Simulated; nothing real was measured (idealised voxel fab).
The following is a process module called voxel gate over fins.
The cross-section on display is named cut; it measures 240 nm wide, and its cells are 5 nm squares.
Throughout this document, each cross-section is represented as a grid of square cells and is presented as a sequence of bands enumerated from the top downward, where a band comprises one or more rows of cells. The band entry comprises the height of the band's top followed by the height of its bottom, expressed in nm, and subsequently the band's materials from left to right, each stated together with its width in nm. Where a single material is marked with the word "all across", that material fills the band from edge to edge. The word "empty" represents empty space. Where do heights start? At 0: under that level the wafer as delivered is made of one material only. And the lowest band has no floor; it just carries on downward, as in "0 -> down". The expression "30..40" gives the width at the extremes of the band, the first number at its top row of cells and the second at its bottom row, with the width changing by equal amounts from each row to the next in between. Reading "stayed the same" for a step: not a cell of the cross-section changed in it. Reported under the label "Trapped voids" are the empty spaces having no open way to the top and comprising 8 cells or more; the notation for each is width x height at distance, in which the distance is measured from the left edge and all three values are in nm. Step line, after settings: the simulator's comment on this step. The line of a step may include "overlay nm". On a step with a mask, this value is how far to the right of its planned place the mask lay. A negative value means the mask lay to the left.

# List of planned process steps
1) RECEIVE (material Si)
2) CONFORMAL_DEP (material SiN; thk nm 10)
3) MASKED_ETCH (tone cover; mask id FINS; width nm 15; pitch nm 50; etch materials SiN; depth nm 10; overlay nm 0)
4) MASKED_ETCH (tone cover; mask id FINS; width nm 15; pitch nm 50; etch materials Si; depth nm 40; overlay nm 0)
5) FILL_DEP (material SiO2; thk nm 5)
6) CMP (height nm 10)
7) MASKED_ETCH (tone open; mask id RAIL; width nm 15; etch materials SiO2; depth nm 45; overlay nm 0)
8) CONFORMAL_DEP (material TiN; thk nm 5)
9) FILL_DEP (material Ru; thk nm 5)
10) CMP (height nm 10)
11) SELECTIVE_ETCH (etch materials W Ru TiN; depth nm 30)
12) FILL_DEP (material SiO2; thk nm 5)
13) CMP (height nm 10)
14) SELECTIVE_ETCH (etch materials SiO2; depth nm 20)
15) STRIP (etch materials SiN)
16) CONFORMAL_DEP (material HfO2; thk nm 5)
17) CONFORMAL_DEP (material TiN; thk nm 5)
18) FILL_DEP (material W; thk nm 15)
19) CMP (height nm 20)
20) CONFORMAL_DEP (material SiN; thk nm 5)
Wafers differ in thk nm at step 20; plan lists the first wafer's value; identical starting state.

# Cross-section of the first of several received wafers, showing its state after step 1
* 0 -> down | Si all across
* Trapped voids: none

# Cross-section after step 20, the final step of the module, for the first of several wafers
* 25 -> 20 | SiN all across
* 20 -> 10 | W all across
* 10 -> 5 | 50 of W, 35 of TiN, 15 of W, 35 of TiN, 15 of W, 35 of TiN, 55 of W
* 5 -> 0 | 50 of W, 5 of TiN, 25 of HfO2, 5 of TiN, 15 of W, 5 of TiN, 25 of HfO2, 5 of TiN, 15 of W, 5 of TiN, 25 of HfO2, 5 of TiN, 55 of W
* 0 -> -5 | 55 of TiN, 5 of HfO2, 15 of Si, 5 of HfO2, 25 of TiN, 5 of HfO2, 15 of Si, 5 of HfO2, 25 of TiN, 5 of HfO2, 15 of Si, 5 of HfO2, 60 of TiN
* -5 -> -10 | 60 of HfO2, 15 of Si, 35 of HfO2, 15 of Si, 35 of HfO2, 15 of Si, 65 of HfO2
* -10 -> -20 | 60 of SiO2, 15 of Si, 35 of SiO2, 15 of Si, 35 of SiO2, 15 of Si, 65 of SiO2
* -20 -> -30 | 60 of SiO2, 15 of Si, 10 of SiO2, 5 of TiN, 5 of Ru, 5 of TiN, 10 of SiO2, 15 of Si, 35 of SiO2, 15 of Si, 65 of SiO2
* -30 -> -35 | 60 of SiO2, 15 of Si, 10 of SiO2, 15 of TiN, 10 of SiO2, 15 of Si, 35 of SiO2, 15 of Si, 65 of SiO2
* -35 -> -40 | 60 of SiO2, 15 of Si, 35 of SiO2, 15 of Si, 35 of SiO2, 15 of Si, 65 of SiO2
* -40 -> down | Si all across
* Trapped voids: none

# End of module, last wafer sectioned
* 45 -> 20 | SiN all across
* 20 -> 10 | W all across
* 10 -> 5 | 50 of W, 35 of TiN, 15 of W, 35 of TiN, 15 of W, 35 of TiN, 55 of W
* 5 -> 0 | 50 of W, 5 of TiN, 25 of HfO2, 5 of TiN, 15 of W, 5 of TiN, 25 of HfO2, 5 of TiN, 15 of W, 5 of TiN, 25 of HfO2, 5 of TiN, 55 of W
* 0 -> -5 | 55 of TiN, 5 of HfO2, 15 of Si, 5 of HfO2, 25 of TiN, 5 of HfO2, 15 of Si, 5 of HfO2, 25 of TiN, 5 of HfO2, 15 of Si, 5 of HfO2, 60 of TiN
* -5 -> -10 | 60 of HfO2, 15 of Si, 35 of HfO2, 15 of Si, 35 of HfO2, 15 of Si, 65 of HfO2
* -10 -> -20 | 60 of SiO2, 15 of Si, 35 of SiO2, 15 of Si, 35 of SiO2, 15 of Si, 65 of SiO2
* -20 -> -30 | 60 of SiO2, 15 of Si, 10 of SiO2, 5 of TiN, 5 of Ru, 5 of TiN, 10 of SiO2, 15 of Si, 35 of SiO2, 15 of Si, 65 of SiO2
* -30 -> -35 | 60 of SiO2, 15 of Si, 10 of SiO2, 15 of TiN, 10 of SiO2, 15 of Si, 35 of SiO2, 15 of Si, 65 of SiO2
* -35 -> -40 | 60 of SiO2, 15 of Si, 35 of SiO2, 15 of Si, 35 of SiO2, 15 of Si, 65 of SiO2
* -40 -> down | Si all across
* Trapped voids: none

# Every row in this table is a wafer at the end of the module, and it gives, for each of the materials, the cells that wafer has gained (+) or lost (-) since it was received, then its closed voids
thk nm 5, +60 HfO2, +2 Ru, -312 Si, +48 SiN, +225 SiO2, +67 TiN, +150 W, Trapped voids: none
thk nm 10, +60 HfO2, +2 Ru, -312 Si, +96 SiN, +225 SiO2, +67 TiN, +150 W, Trapped voids: none
thk nm 15, +60 HfO2, +2 Ru, -312 Si, +144 SiN, +225 SiO2, +67 TiN, +150 W, Trapped voids: none
thk nm 20, +60 HfO2, +2 Ru, -312 Si, +192 SiN, +225 SiO2, +67 TiN, +150 W, Trapped voids: none
thk nm 25, +60 HfO2, +2 Ru, -312 Si, +240 SiN, +225 SiO2, +67 TiN, +150 W, Trapped voids: none
